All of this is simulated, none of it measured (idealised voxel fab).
The document below concerns the process module designated voxel plated lines.
Section cut is 225 nm wide and gridded with 5 nm square cells.
Cross-section spec: square-cell grid; bands listed top down; each band is one or more rows. Heights first: top, then bottom, in nm. Then materials, left to right, each with a width in nm. "all across" on a single material: fills the band edge to edge. "air": empty space. Ref level 0: as-received wafer is one material below here. Bottom band extends down with no lower bound ("0 down"). A two-number width, for instance "30 to 40", indicates that the width is equal to the first number in the top row of the band and to the second number in the bottom row, and that it changes by a constant amount per row of cells. What does "same as before" mean for a step? It means no cell of the cross-section changed in that step. "Unvented voids": empty spaces of 8 cells or more with no open way to the top, each given as width x height at distance, distance from the left edge, all in nm. It should be noted that, on the line of a given step, the content following the step's settings is a remark produced by the simulator itself with respect to that step. Each step line may optionally specify "overlay nm", which for a step with a mask gives the rightward distance between the mask's planned place and where it lay, a negative value indicating the leftward direction.
### Set out below are the planned steps of the process
1: RECEIVE | material Si
2: CONFORMAL_DEP | material Al2O3 | thk nm 10
3: DIRECTIONAL_DEP | material TiN | thk nm 5
4: PATTERN | tone open | mask id LINES | material resist | width nm 15 | pitch nm 40 | thk nm 30 | overlay nm 0
5: EPI | material Ru | thk nm 5
6: EPI | material Ru | thk nm 5
7: STRIP | etch materials resist
8: DIRECTIONAL_ETCH | etch materials TiN | depth nm 5
9: CONFORMAL_DEP | material SiO2 | thk nm 10
### Cross-sectional view of the wafer in its as-received condition, corresponding to the state after step 1
> 0 down  Si all across
> Unvented voids: none
### Cross-sectional image of the first of two wafers at the end of the module, the run having proceeded as planned
> 35 to 25  air=75; SiO2=35; air=5; SiO2=35; air=75
> 25 to 20  air=75; SiO2=10; Ru=15; SiO2=10; air=5; SiO2=10; Ru=15; SiO2=10; air=75
> 20 to 15  SiO2=85; Ru=15; SiO2=25; Ru=15; SiO2=85
> 15 to 10  SiO2=85; TiN=15; SiO2=25; TiN=15; SiO2=85
> 10 to 0  Al2O3 all across
> 0 down  Si all across
> Unvented voids: none
### Second wafer cross-section at end of module - shared start and plan with the first, one mistake in the run
> 25 to 15  SiO2 all across
> 15 to 0  Al2O3 all across
> 0 down  Si all across
> Unvented voids: none
Run error: step 3: run off-plan, actual operation and settings DIRECTIONAL_DEP | material Al2O3 | thk nm 5
Materials where the second wafer ends with more or fewer cells than the first: +45 Al2O3, -12 Ru, -24 SiO2, -6 TiN
